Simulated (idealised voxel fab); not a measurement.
Process module, titled voxel gate over fins
The width of the displayed cross-section, cut, is 160 nm; its cells are square, with a size of 5 nm.
Cross-sections here: square-cell grids, written as top-down lists of bands, a band being one or more rows of cells. In this notation a band is specified by the heights of its top and bottom, in that order and in nm, after which its materials appear from left to right, each paired with its width in nm. The word "edge to edge" attached to a single material means that material fills the band from edge to edge; the word "empty" stands for empty space. Zero point of the height axis is 0; under it, received wafer = one material. Lowest band: continues down indefinitely, "top 0, no bottom". Note: "30->40" means the width goes from the first number (top row of the band) to the second number (bottom row) in equal steps per row of cells. What does "nothing got changed" mean for a step? It means no cell of the cross-section changed in that step. If an empty space has no open way to the top and is at least 8 cells in size, "Sealed internal cavities" lists it, written width x height at distance, where distance is measured from the left edge and every value is in nm. Text after the settings on a step's line: the simulator's own remark on that step. The setting "overlay nm" may be written on the line of a step. When the step uses a mask, the value reports how far to the right of the planned place the mask lay, and a negative value reports that it lay to the left.

**Intended process steps**
| 1 | RECEIVE,material Si |
| 2 | CONFORMAL_DEP,material SiN,thk nm 5 |
| 3 | PATTERN,tone cover,mask id FINS,material resist,width nm 15,pitch nm 50,thk nm 15,overlay nm 0 |
| 4 | DIRECTIONAL_ETCH,etch materials SiN,depth nm 5 |
| 5 | DIRECTIONAL_ETCH,etch materials Si,depth nm 40 |
| 6 | STRIP,etch materials resist |
| 7 | FILL_DEP,material SiO2,thk nm 15 |
| 8 | CMP,height nm 5 |
| 9 | DIRECTIONAL_DEP,material aC,thk nm 15 |
| 10 | PATTERN,tone open,mask id RAIL,material resist,width nm 15,thk nm 30,overlay nm 0 |
| 11 | DIRECTIONAL_ETCH,etch materials aC,depth nm 15 |
| 12 | STRIP,etch materials resist |
| 13 | DIRECTIONAL_ETCH,etch materials SiO2,depth nm 40 |
| 14 | STRIP,etch materials aC |
| 15 | CONFORMAL_DEP,material TiN,thk nm 5 |
| 16 | FILL_DEP,material Ru,thk nm 5 |
| 17 | CMP,height nm 5 |
| 18 | SELECTIVE_ETCH,etch materials W Ru TiN,depth nm 25 |
| 19 | FILL_DEP,material SiO2,thk nm 5 |
| 20 | CMP,height nm 5 |
| 21 | SELECTIVE_ETCH,etch materials SiO2,depth nm 15 |
| 22 | STRIP,etch materials SiN |
| 23 | CONFORMAL_DEP,material HfO2,thk nm 5 |
| 24 | CONFORMAL_DEP,material TiN,thk nm 5 |
| 25 | CONFORMAL_DEP,material TiAl,thk nm 5 |
| 26 | CONFORMAL_DEP,material TiN,thk nm 5 |
| 27 | FILL_DEP,material W,thk nm 15 |
| 28 | CMP,height nm 30 |
| 29 | CONFORMAL_DEP,material SiCN,thk nm 10 |
Be aware that, although all wafers share a common starting state, the thk nm at step 2 differs among them, and the plan displays the first wafer's value.

**As-received cross-section, first of several wafers, post step 1**
* top 0, no bottom: Si edge to edge
* Sealed internal cavities: none

**each wafer at the end: cells of each material gained (+) or lost (-) since it was received, then its closed voids**
thk nm 5, +44 HfO2, +2 Ru, -184 Si, +64 SiCN, +129 SiO2, +44 TiAl, +91 TiN, +66 W, Sealed internal cavities: none
thk nm 10, +32 HfO2, +64 SiCN, +32 TiAl, +64 TiN, +64 W, Sealed internal cavities: none
thk nm 15, +32 HfO2, +64 SiCN, +32 TiAl, +64 TiN, +64 W, Sealed internal cavities: none
thk nm 20, +32 HfO2, +64 SiCN, +32 TiAl, +64 TiN, +64 W, Sealed internal cavities: none
